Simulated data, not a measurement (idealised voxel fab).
You're looking at the process module voxel self aligned contacts.
Displayed cross-section: cut, width of 295 nm, square cells sized 5 nm.
Notation: cross-section as square-cell grid; stated in bands, top first, going down; one or more cell rows per band.
It is stipulated that each band's entry specify, in nanometres, the height of the top of the band and then that of its bottom, followed by the materials of the band in left-to-right sequence, each together with its width in nanometres. A single material marked by the word "throughout" is understood to fill the band from edge to edge; the word "empty" is understood to denote empty space.
Height reference: 0 = level under which incoming wafer is all one material. Lowest band: no bottom, runs on downward, e.g. "0 nm and below".
Per-row width for "30..40": begins at first number (top row of band), ends at second number (bottom row), increment between rows held constant.
Step note "left unchanged" = no cross-section cell changed.
Under "Catalogued sealed voids" you'll find the enclosed gaps, the ones with no way out to the top, that are 8 cells or bigger; each reads width x height at distance, with distance counted from the left edge, everything in nm.
Past the settings on a step's line: simulator remark, on that step.
overlay nm: where the mask lay relative to plan, measured to the right, on steps with a mask; negatives go left.

[This section lists the process steps that were planned]
- 1: RECEIVE, material Si
- 2: CONFORMAL_DEP, material SiO2, thk nm 5
- 3: DIRECTIONAL_DEP, material polySi, thk nm 20
- 4: DIRECTIONAL_DEP, material SiN, thk nm 20
- 5: DIRECTIONAL_DEP, material aC, thk nm 10
- 6: PATTERN, tone cover, mask id GATE, material resist, width nm 30, pitch nm 75, thk nm 25, overlay nm 0
- 7: DIRECTIONAL_ETCH, etch materials aC, depth nm 10
- 8: STRIP, etch materials resist
- 9: DIRECTIONAL_ETCH, etch materials SiN, depth nm 20
- 10: DIRECTIONAL_ETCH, etch materials polySi, depth nm 20
- 11: STRIP, etch materials aC
- 12: CONFORMAL_DEP, material SiN, thk nm 10
- 13: DIRECTIONAL_ETCH, etch materials SiN, depth nm 10
- 14: FILL_DEP, material SiO2, thk nm 20
- 15: CMP, height nm 55
- 16: DIRECTIONAL_DEP, material aC, thk nm 15
- 17: PATTERN, tone open, mask id CONTACT, material resist, width nm 55, thk nm 30, overlay nm 0
- 18: DIRECTIONAL_ETCH, etch materials aC, depth nm 15
- 19: STRIP, etch materials resist
- 20: DIRECTIONAL_ETCH, etch materials SiO2, depth nm 55
- 21: STRIP, etch materials aC
- 22: CONFORMAL_DEP, material TiN, thk nm 5
- 23: FILL_DEP, material W, thk nm 5
- 24: CMP, height nm 55
- 25: CONFORMAL_DEP, material SiN, thk nm 5

[Wafer at receipt (post step 1), cross-section]
    0 nm and below | Si throughout
    Catalogued sealed voids: none

[Here's the wafer cut in cross-section after the module, started and planned just like above, except one thing was done wrong in the run]
    60 nm to 55 nm | SiN throughout
    55 nm to 50 nm | 120 nm SiO2; 25 nm TiN; 5 nm W; 25 nm TiN; 120 nm SiO2
    50 nm to 25 nm | 80 nm SiO2; 60 nm SiN; 5 nm TiN; 5 nm W; 5 nm TiN; 60 nm SiN; 80 nm SiO2
    25 nm to 15 nm | 80 nm SiO2; 15 nm SiN; 30 nm polySi; 15 nm SiN; 5 nm TiN; 5 nm W; 5 nm TiN; 15 nm SiN; 30 nm polySi; 15 nm SiN; 80 nm SiO2
    15 nm to 10 nm | 80 nm SiO2; 15 nm SiN; 30 nm polySi; 15 nm SiN; 15 nm TiN; 15 nm SiN; 30 nm polySi; 15 nm SiN; 80 nm SiO2
    10 nm to 5 nm | 95 nm SiN; 30 nm polySi; 45 nm SiN; 30 nm polySi; 95 nm SiN
    5 nm to 0 nm | SiO2 throughout
    0 nm and below | Si throughout
    Catalogued sealed voids: none
Processing error: step 12: run off-plan, actual operation and settings CONFORMAL_DEP, material SiN, thk nm 15
